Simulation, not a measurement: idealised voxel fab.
Process module in this document: voxel wiring stack
Section shown: cut. Width: 265 nm. Cell size: 5 nm, square.
The cross-sections in this document take the form of a grid made of square cells. They are written out as bands, in order from top to bottom. Each band consists of one or more rows of cells. It is stipulated that each band's entry specify, in nanometres, the height of the top of the band and then that of its bottom, followed by the materials of the band in left-to-right sequence, each together with its width in nanometres. A single material marked by the word "all across" is understood to fill the band from edge to edge; the word "blank" is understood to denote empty space. The level at which height equals 0 is the one under which the wafer, as it arrives, is entirely one material. No lower edge exists for the bottom band, which continues downward and is notated as in "from 0 down". Quick explanation for "30..40": the width changes in equal steps down the rows of cells, from the first number in the band's top row to the second number in its bottom row. "nothing changed" means the step left every cell of the cross-section as it was. Under "Tabulated closed voids" you'll find the enclosed gaps, the ones with no way out to the top, that are 8 cells or bigger; each reads width x height at distance, with distance counted from the left edge, everything in nm. Text after the settings on a step's line: the simulator's own remark on that step. Regarding "overlay nm": on a step with a mask, it is the distance the mask lay to the right of its planned place; a negative value places it to the left.

## Listed below are the process steps as planned
| 1 | RECEIVE: material Si |
| 2 | CONFORMAL_DEP: material SiO2, thk nm 10 |
| 3 | CONFORMAL_DEP: material SiCN, thk nm 5 |
| 4 | DIRECTIONAL_DEP: material lowk, thk nm 25 |
| 5 | PATTERN: tone open, mask id METAL_1, material resist, width nm 20, pitch nm 45, thk nm 20, overlay nm 0 |
| 6 | DIRECTIONAL_ETCH: etch materials lowk, depth nm 25 |
| 7 | DIRECTIONAL_ETCH: etch materials SiCN, depth nm 5 |
| 8 | STRIP: etch materials resist |
| 9 | CONFORMAL_DEP: material TiN, thk nm 5 |
| 10 | FILL_DEP: material Cu, thk nm 10 |
| 11 | CMP: height nm 40 |
| 12 | CONFORMAL_DEP: material SiCN, thk nm 5 |
| 13 | DIRECTIONAL_DEP: material lowk, thk nm 30 |
| 14 | MASKED_ETCH: tone open, mask id METAL_2, width nm 20, pitch nm 45, etch materials lowk, depth nm 15, overlay nm 0 |
| 15 | DIRECTIONAL_DEP: material aC, thk nm 10 |
| 16 | PATTERN: tone open, mask id METAL_2_HOLES, material resist, width nm 15, pitch nm 45, thk nm 30, overlay nm 0 |
| 17 | DIRECTIONAL_ETCH: etch materials aC, depth nm 10 |
| 18 | STRIP: etch materials resist |
| 19 | DIRECTIONAL_ETCH: etch materials lowk, depth nm 15 |
| 20 | DIRECTIONAL_ETCH: etch materials SiCN, depth nm 5 |
| 21 | STRIP: etch materials aC |
| 22 | CONFORMAL_DEP: material TiN, thk nm 5 |
| 23 | FILL_DEP: material Cu, thk nm 10 |
| 24 | CMP: height nm 75 |
| 25 | CONFORMAL_DEP: material SiCN, thk nm 5 |
| 26 | DIRECTIONAL_DEP: material SiO2, thk nm 15 |
| 27 | DIRECTIONAL_DEP: material aC, thk nm 15 |
| 28 | PATTERN: tone open, mask id PLUG_2, material resist, width nm 15, pitch nm 90, thk nm 35, overlay nm 0 |
| 29 | DIRECTIONAL_ETCH: etch materials aC, depth nm 15 |
| 30 | STRIP: etch materials resist |
| 31 | DIRECTIONAL_ETCH: etch materials SiO2, depth nm 15 |
| 32 | DIRECTIONAL_ETCH: etch materials SiCN, depth nm 5 |
| 33 | STRIP: etch materials aC |
| 34 | EPI: material Ru, thk nm 10 |
| 35 | EPI: material Ru, thk nm 10 |
| 36 | DIRECTIONAL_DEP: material TiN, thk nm 5 |
| 37 | DIRECTIONAL_DEP: material Ru, thk nm 25 |
| 38 | MASKED_ETCH: tone cover, mask id METAL_3, width nm 20, pitch nm 45, etch materials Ru, depth nm 25, overlay nm 0 |
| 39 | MASKED_ETCH: tone cover, mask id METAL_3, width nm 20, pitch nm 45, etch materials TiN, depth nm 5, overlay nm 0 |
| 40 | FILL_DEP: material SiO2, thk nm 10 |
| 41 | CMP: height nm 125 |
| 42 | CONFORMAL_DEP: material SiCN, thk nm 5 |
| 43 | DIRECTIONAL_DEP: material lowk, thk nm 25 |
| 44 | MASKED_ETCH: tone open, mask id METAL_4_HOLES, width nm 15, pitch nm 45, etch materials lowk, depth nm 25, overlay nm 0 |
| 45 | PATTERN: tone open, mask id METAL_4, material resist, width nm 20, pitch nm 45, thk nm 15, overlay nm 0 |
| 46 | DIRECTIONAL_ETCH: etch materials lowk, depth nm 15 |
| 47 | DIRECTIONAL_ETCH: etch materials SiCN, depth nm 5 |
| 48 | STRIP: etch materials resist |
| 49 | CONFORMAL_DEP: material TiN, thk nm 5 |
| 50 | FILL_DEP: material Cu, thk nm 10 |
| 51 | CMP: height nm 155 |
| 52 | CONFORMAL_DEP: material SiN, thk nm 5 |

## Incoming wafer, cross-sectional view, post step 1
from 0 down | Si all across
Tabulated closed voids: none

## Cross-section: first of two wafers, module finished, run according to plan
from 160 to 155 | SiN all across
from 155 to 145 | 55 lowk | 5 TiN | 10 Cu | 5 TiN | 25 lowk | 5 TiN | 10 Cu | 5 TiN | 25 lowk | 5 TiN | 10 Cu | 5 TiN | 25 lowk | 5 TiN | 10 Cu | 5 TiN | 55 lowk
from 145 to 140 | 55 lowk | 5 TiN | 5 Cu | 10 TiN | 25 lowk | 5 TiN | 5 Cu | 10 TiN | 25 lowk | 5 TiN | 5 Cu | 10 TiN | 25 lowk | 5 TiN | 5 Cu | 10 TiN | 55 lowk
from 140 to 130 | 55 lowk | 5 TiN | 5 Cu | 5 TiN | 30 lowk | 5 TiN | 5 Cu | 5 TiN | 30 lowk | 5 TiN | 5 Cu | 5 TiN | 30 lowk | 5 TiN | 5 Cu | 5 TiN | 60 lowk
from 130 to 125 | 55 SiCN | 15 TiN | 30 SiCN | 15 TiN | 30 SiCN | 15 TiN | 30 SiCN | 15 TiN | 60 SiCN
from 125 to 100 | 55 SiO2 | 20 Ru | 25 SiO2 | 20 Ru | 25 SiO2 | 20 Ru | 25 SiO2 | 20 Ru | 55 SiO2
from 100 to 95 | 55 SiO2 | 20 TiN | 25 SiO2 | 20 TiN | 25 SiO2 | 20 TiN | 25 SiO2 | 20 TiN | 55 SiO2
from 95 to 80 | 55 SiO2 | 15 Ru | 75 SiO2 | 15 Ru | 105 SiO2
from 80 to 75 | 55 SiCN | 15 Ru | 75 SiCN | 15 Ru | 105 SiCN
from 75 to 65 | 55 lowk | 5 TiN | 10 Cu | 5 TiN | 25 lowk | 5 TiN | 10 Cu | 5 TiN | 25 lowk | 5 TiN | 10 Cu | 5 TiN | 25 lowk | 5 TiN | 10 Cu | 5 TiN | 55 lowk
from 65 to 60 | 55 lowk | 5 TiN | 5 Cu | 10 TiN | 25 lowk | 5 TiN | 5 Cu | 10 TiN | 25 lowk | 5 TiN | 5 Cu | 10 TiN | 25 lowk | 5 TiN | 5 Cu | 10 TiN | 55 lowk
from 60 to 45 | 55 lowk | 5 TiN | 5 Cu | 5 TiN | 30 lowk | 5 TiN | 5 Cu | 5 TiN | 30 lowk | 5 TiN | 5 Cu | 5 TiN | 30 lowk | 5 TiN | 5 Cu | 5 TiN | 60 lowk
from 45 to 40 | 55 SiCN | 15 TiN | 30 SiCN | 15 TiN | 30 SiCN | 15 TiN | 30 SiCN | 15 TiN | 60 SiCN
from 40 to 15 | 55 lowk | 5 TiN | 10 Cu | 5 TiN | 25 lowk | 5 TiN | 10 Cu | 5 TiN | 25 lowk | 5 TiN | 10 Cu | 5 TiN | 25 lowk | 5 TiN | 10 Cu | 5 TiN | 55 lowk
from 15 to 10 | 55 SiCN | 20 TiN | 25 SiCN | 20 TiN | 25 SiCN | 20 TiN | 25 SiCN | 20 TiN | 55 SiCN
from 10 to 0 | SiO2 all across
from 0 down | Si all across
Tabulated closed voids: none

## Cross-sectional view of the second of two wafers upon completion of the module. This wafer shared its starting condition and process plan with the first; one error was made during its execution
from 160 to 155 | SiN all across
from 155 to 145 | 55 lowk | 5 TiN | 10 Cu | 5 TiN | 25 lowk | 5 TiN | 10 Cu | 5 TiN | 25 lowk | 5 TiN | 10 Cu | 5 TiN | 25 lowk | 5 TiN | 10 Cu | 5 TiN | 55 lowk
from 145 to 140 | 55 lowk | 5 TiN | 5 Cu | 10 TiN | 25 lowk | 5 TiN | 5 Cu | 10 TiN | 25 lowk | 5 TiN | 5 Cu | 10 TiN | 25 lowk | 5 TiN | 5 Cu | 10 TiN | 55 lowk
from 140 to 130 | 55 lowk | 5 TiN | 5 Cu | 5 TiN | 30 lowk | 5 TiN | 5 Cu | 5 TiN | 30 lowk | 5 TiN | 5 Cu | 5 TiN | 30 lowk | 5 TiN | 5 Cu | 5 TiN | 60 lowk
from 130 to 125 | 55 SiCN | 15 TiN | 30 SiCN | 15 TiN | 30 SiCN | 15 TiN | 30 SiCN | 15 TiN | 60 SiCN
from 125 to 100 | 55 SiO2 | 20 Ru | 25 SiO2 | 20 Ru | 25 SiO2 | 20 Ru | 25 SiO2 | 20 Ru | 55 SiO2
from 100 to 95 | 55 SiO2 | 20 TiN | 25 SiO2 | 20 TiN | 25 SiO2 | 20 TiN | 25 SiO2 | 20 TiN | 55 SiO2
from 95 to 80 | 55 SiO2 | 15 Ru | 75 SiO2 | 15 Ru | 105 SiO2
from 80 to 75 | 55 SiCN | 15 Ru | 75 SiCN | 15 Ru | 105 SiCN
from 75 to 65 | 55 lowk | 5 TiN | 10 Cu | 5 TiN | 25 lowk | 5 TiN | 10 Cu | 5 TiN | 25 lowk | 5 TiN | 10 Cu | 5 TiN | 25 lowk | 5 TiN | 10 Cu | 5 TiN | 55 lowk
from 65 to 60 | 55 lowk | 20 TiN | 25 lowk | 20 TiN | 25 lowk | 20 TiN | 25 lowk | 20 TiN | 55 lowk
from 60 to 45 | 60 lowk | 10 TiN | 35 lowk | 10 TiN | 35 lowk | 10 TiN | 35 lowk | 10 TiN | 60 lowk
from 45 to 40 | 60 SiCN | 10 TiN | 35 SiCN | 10 TiN | 35 SiCN | 10 TiN | 35 SiCN | 10 TiN | 60 SiCN
from 40 to 15 | 55 lowk | 5 TiN | 10 Cu | 5 TiN | 25 lowk | 5 TiN | 10 Cu | 5 TiN | 25 lowk | 5 TiN | 10 Cu | 5 TiN | 25 lowk | 5 TiN | 10 Cu | 5 TiN | 55 lowk
from 15 to 10 | 55 SiCN | 20 TiN | 25 SiCN | 20 TiN | 25 SiCN | 20 TiN | 25 SiCN | 20 TiN | 55 SiCN
from 10 to 0 | SiO2 all across
from 0 down | Si all across
Tabulated closed voids: none
Plan not followed: step 14 ran as: MASKED_ETCH: tone open, mask id METAL_2, width nm 15, pitch nm 45, etch materials lowk, depth nm 15, overlay nm 0
at the end the second wafer has, in cells: Cu -16, SiCN +4, lowk +12
